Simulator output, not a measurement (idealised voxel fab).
This is a process module. Its name is voxel tone inversion.
Shown is cross-section cut, with a width of 290 nm and square cells of size 5 nm.
If you're reading a cross-section in this doc, picture square cells in a grid; it comes to you as bands, top ones listed first down to the bottom, and a band can be one or more rows of cells. What a band's entry tells you: where the top is and where the bottom is, as heights in nm, and after that what lies inside, material by material from left to right, each with its width in nm. Empty space is written as the word "empty", and a single material marked with the word "edge to edge" occupies the band from edge to edge. Heights are measured from 0, the level below which the as-received wafer is all one material; the lowest band has no bottom and continues downward, written as in "0 nm and below". Quick explanation for "30..40": the width changes in equal steps down the rows of cells, from the first number in the band's top row to the second number in its bottom row. Key: "remains unaltered" - step with no changed cell in the cross-section. Each empty space that has no open way to the top and spans at least 8 cells appears under "Cavities, closed" as width x height at distance, the distance counted from the left edge, all in nm. If you see something after the settings on a step's line, that's the simulator's own remark about that step. overlay nm: on a step with a mask, how far right of its planned place the mask lay; negative means left.

## Process steps foreseen in the plan
1: RECEIVE with material Si
2: CONFORMAL_DEP with material SiCN, thk nm 10
3: DIRECTIONAL_DEP with material aC, thk nm 25
4: PATTERN with tone cover, mask id POSTS, material resist, width nm 20, pitch nm 35, thk nm 30, overlay nm 0
5: DIRECTIONAL_ETCH with etch materials aC, depth nm 25
6: STRIP with etch materials resist
7: FILL_DEP with material SiO2, thk nm 10
8: CMP with height nm 35
9: STRIP with etch materials aC
10: CONFORMAL_DEP with material TiN, thk nm 5
11: FILL_DEP with material Cu, thk nm 5
12: CMP with height nm 35
13: CONFORMAL_DEP with material SiN, thk nm 5

## First out of two wafers; run went to plan

## Delivered wafer in cross-section: state after step 1
  0 nm and below  Si edge to edge
  Cavities, closed: none

## Cross-section of the wafer subsequent to step 2
  10 nm to 0 nm  SiCN edge to edge
  Anything lower than 0 is untouched.

## Cross-section of the wafer subsequent to step 3
  35 nm to 10 nm  aC edge to edge
  Anything lower than 10 is untouched.

## Cross-section of the wafer subsequent to step 4
  65 nm to 35 nm  empty 100 nm, resist 20 nm, empty 15 nm, resist 20 nm, empty 15 nm, resist 20 nm, empty 100 nm
  Anything lower than 35 is untouched.

## Cross-section of the wafer subsequent to step 5
  40 nm to 35 nm  empty 100 nm, resist 20 nm, empty 15 nm, resist 20 nm, empty 15 nm, resist 20 nm, empty 100 nm
  35 nm to 10 nm  empty 100 nm, aC 20 nm, empty 15 nm, aC 20 nm, empty 15 nm, aC 20 nm, empty 100 nm
  Anything lower than 10 is untouched.

## Cross-section of the wafer subsequent to step 6
  35 nm to 10 nm  empty 100 nm, aC 20 nm, empty 15 nm, aC 20 nm, empty 15 nm, aC 20 nm, empty 100 nm
  Anything lower than 10 is untouched.

## Cross-section of the wafer subsequent to step 7
  45 nm to 35 nm  SiO2 edge to edge
  35 nm to 10 nm  SiO2 100 nm, aC 20 nm, SiO2 15 nm, aC 20 nm, SiO2 15 nm, aC 20 nm, SiO2 100 nm
  Anything lower than 10 is untouched.

## Cross-section of the wafer subsequent to step 8
  35 nm to 10 nm  SiO2 100 nm, aC 20 nm, SiO2 15 nm, aC 20 nm, SiO2 15 nm, aC 20 nm, SiO2 100 nm
  Anything lower than 10 is untouched.

## Cross-section of the wafer subsequent to step 9
  35 nm to 10 nm  SiO2 100 nm, empty 20 nm, SiO2 15 nm, empty 20 nm, SiO2 15 nm, empty 20 nm, SiO2 100 nm
  Anything lower than 10 is untouched.

## Cross-section of the wafer subsequent to step 10
  40 nm to 35 nm  TiN 105 nm, empty 10 nm, TiN 25 nm, empty 10 nm, TiN 25 nm, empty 10 nm, TiN 105 nm
  35 nm to 15 nm  SiO2 100 nm, TiN 5 nm, empty 10 nm, TiN 5 nm, SiO2 15 nm, TiN 5 nm, empty 10 nm, TiN 5 nm, SiO2 15 nm, TiN 5 nm, empty 10 nm, TiN 5 nm, SiO2 100 nm
  15 nm to 10 nm  SiO2 100 nm, TiN 20 nm, SiO2 15 nm, TiN 20 nm, SiO2 15 nm, TiN 20 nm, SiO2 100 nm
  Anything lower than 10 is untouched.

## Cross-section of the wafer subsequent to step 11
  45 nm to 40 nm  Cu edge to edge
  40 nm to 35 nm  TiN 105 nm, Cu 10 nm, TiN 25 nm, Cu 10 nm, TiN 25 nm, Cu 10 nm, TiN 105 nm
  35 nm to 15 nm  SiO2 100 nm, TiN 5 nm, Cu 10 nm, TiN 5 nm, SiO2 15 nm, TiN 5 nm, Cu 10 nm, TiN 5 nm, SiO2 15 nm, TiN 5 nm, Cu 10 nm, TiN 5 nm, SiO2 100 nm
  Anything lower than 15 is untouched.

## Cross-section of the wafer subsequent to step 12
  35 nm to 15 nm  SiO2 100 nm, TiN 5 nm, Cu 10 nm, TiN 5 nm, SiO2 15 nm, TiN 5 nm, Cu 10 nm, TiN 5 nm, SiO2 15 nm, TiN 5 nm, Cu 10 nm, TiN 5 nm, SiO2 100 nm
  Anything lower than 15 is untouched.

## Cross-section of the wafer subsequent to step 13
  40 nm to 35 nm  SiN edge to edge
  Anything lower than 35 is untouched.

## For the second wafer, take the first wafer's start and plan, then add one mistake made in running it; everything through step 1, that step included, is shared with the first

## Cross-sectional representation of the second wafer at the time designated in the plan for the completion of step 2
  25 nm to 0 nm  aC edge to edge
  Anything lower than 0 is untouched.

## Cross-sectional representation of the second wafer at the time designated in the plan for the completion of step 3
  35 nm to 25 nm  SiCN edge to edge
  Anything lower than 25 is untouched.

## Cross-sectional representation of the second wafer at the time designated in the plan for the completion of step 4
  65 nm to 35 nm  empty 100 nm, resist 20 nm, empty 15 nm, resist 20 nm, empty 15 nm, resist 20 nm, empty 100 nm
  Anything lower than 35 is untouched.

## Cross-sectional representation of the second wafer at the time designated in the plan for the completion of step 5
  40 nm to 35 nm  empty 100 nm, resist 20 nm, empty 15 nm, resist 20 nm, empty 15 nm, resist 20 nm, empty 100 nm
  Anything lower than 35 is untouched.

## Cross-sectional representation of the second wafer at the time designated in the plan for the completion of step 6
  35 nm to 25 nm  SiCN edge to edge
  Anything lower than 25 is untouched.

## Cross-sectional representation of the second wafer at the time designated in the plan for the completion of step 7
  45 nm to 35 nm  SiO2 edge to edge
  Anything lower than 35 is untouched.

## Cross-sectional representation of the second wafer at the time designated in the plan for the completion of step 8
  35 nm to 25 nm  SiCN edge to edge
  Anything lower than 25 is untouched.

Cross-sectional representation of the second wafer at the time designated in the plan for the completion of step 9: remains unaltered

## Cross-sectional representation of the second wafer at the time designated in the plan for the completion of step 10
  40 nm to 35 nm  TiN edge to edge
  Anything lower than 35 is untouched.

## Cross-sectional representation of the second wafer at the time designated in the plan for the completion of step 11
  45 nm to 40 nm  Cu edge to edge
  Anything lower than 40 is untouched.

## Cross-sectional representation of the second wafer at the time designated in the plan for the completion of step 12
  35 nm to 25 nm  SiCN edge to edge
  Anything lower than 25 is untouched.

## Cross-sectional representation of the second wafer at the time designated in the plan for the completion of step 13
  40 nm to 35 nm  SiN edge to edge
  Anything lower than 35 is untouched.
Processing error: sequence error: steps 2 and 3 interchanged
Final comparison by cell count, materials where the second wafer has more or fewer than the first: Cu: 24 fewer, SiO2: 230 fewer, TiN: 36 fewer, aC: 290 more
